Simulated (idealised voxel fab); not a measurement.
Process module heading - voxel ribs on slabs
This is section cut - it's 155 nm across, gridded in 5 nm square cells.
Cross-section = grid of square cells, listed top down in bands; band = one or more rows.
Per band: top height and bottom height in nm, followed by the left-to-right materials and their widths in nm; "all across" marks a single material spanning edge to edge, "empty" marks empty space.
All heights in this document are referenced to 0, defined as the level beneath which the wafer, as received, consists entirely of one material. The lowest band is not bounded below; it extends indefinitely downward and is written in the form "from 0 down".
When a width is written as two numbers, as in "30 to 40", the first number is the width in the top row of cells of the band and the second is the width in its bottom row, and the width changes by the same amount from each row to the next.
A step reported as "no change occurred" is a step in which no cell of the cross-section changed.
The label "Enclosed void listing" introduces a list of the empty spaces, 8 cells or larger, that have no open way up to the top; each entry in it reads width x height at distance, where the distance is taken from the left edge and all three are stated in nm.
Whatever follows a step's settings on its line is a remark the simulator itself makes about that step.
"overlay nm", when on a step's line for a step with a mask, measures how far to the right of its planned place the mask lay; a negative measure means to the left.

List of planned process steps
1. RECEIVE with material Si
2. DIRECTIONAL_DEP with material SiO2, thk nm 20
3. DIRECTIONAL_DEP with material polySi, thk nm 25
4. MASKED_ETCH with tone cover, mask id RIB, width nm 30, etch materials polySi, depth nm 20, overlay nm 0
5. DIRECTIONAL_DEP with material aC, thk nm 15
6. PATTERN with tone cover, mask id SLAB, material resist, width nm 60, thk nm 35, overlay nm 0
7. DIRECTIONAL_ETCH with etch materials aC, depth nm 15
8. STRIP with etch materials resist
9. DIRECTIONAL_ETCH with etch materials polySi, depth nm 5
10. STRIP with etch materials aC
11. FILL_DEP with material SiO2, thk nm 20
12. CMP with height nm 60
13. DIRECTIONAL_DEP with material W, thk nm 10
14. PATTERN with tone cover, mask id HEATER, material resist, width nm 40, thk nm 15, overlay nm 0
15. DIRECTIONAL_ETCH with etch materials W, depth nm 10
16. STRIP with etch materials resist
17. CONFORMAL_DEP with material SiO2, thk nm 10

As received (post step 1): cross-section
    from 0 down: Si all across
    Enclosed void listing: none

Cross-section: first of two wafers, module finished, run according to plan
    from 80 to 70: empty 45, SiO2 60, empty 50
    from 70 to 60: SiO2 55, W 40, SiO2 60
    from 60 to 45: SiO2 all across
    from 45 to 25: SiO2 60, polySi 30, SiO2 65
    from 25 to 20: SiO2 45, polySi 60, SiO2 50
    from 20 to 0: SiO2 all across
    from 0 down: Si all across
    Enclosed void listing: none

Wafer two (of two), end-of-module cross-section: start = wafer one, plan = wafer one, one run mistake
    from 80 to 70: empty 45, SiO2 60, empty 50
    from 70 to 60: SiO2 55, W 40, SiO2 60
    from 60 to 45: SiO2 all across
    from 45 to 25: SiO2 60, polySi 35, SiO2 60
    from 25 to 20: SiO2 45, polySi 60, SiO2 50
    from 20 to 0: SiO2 all across
    from 0 down: Si all across
    Enclosed void listing: none
Deviation noted in wafer processing: step 4 changed vs plan, executed as MASKED_ETCH with tone cover, mask id RIB, width nm 35, etch materials polySi, depth nm 20, overlay nm 0
Wrapping up, a cell-based count of both wafers puts the second over or under the first for these materials: -4 SiO2 | +4 polySi
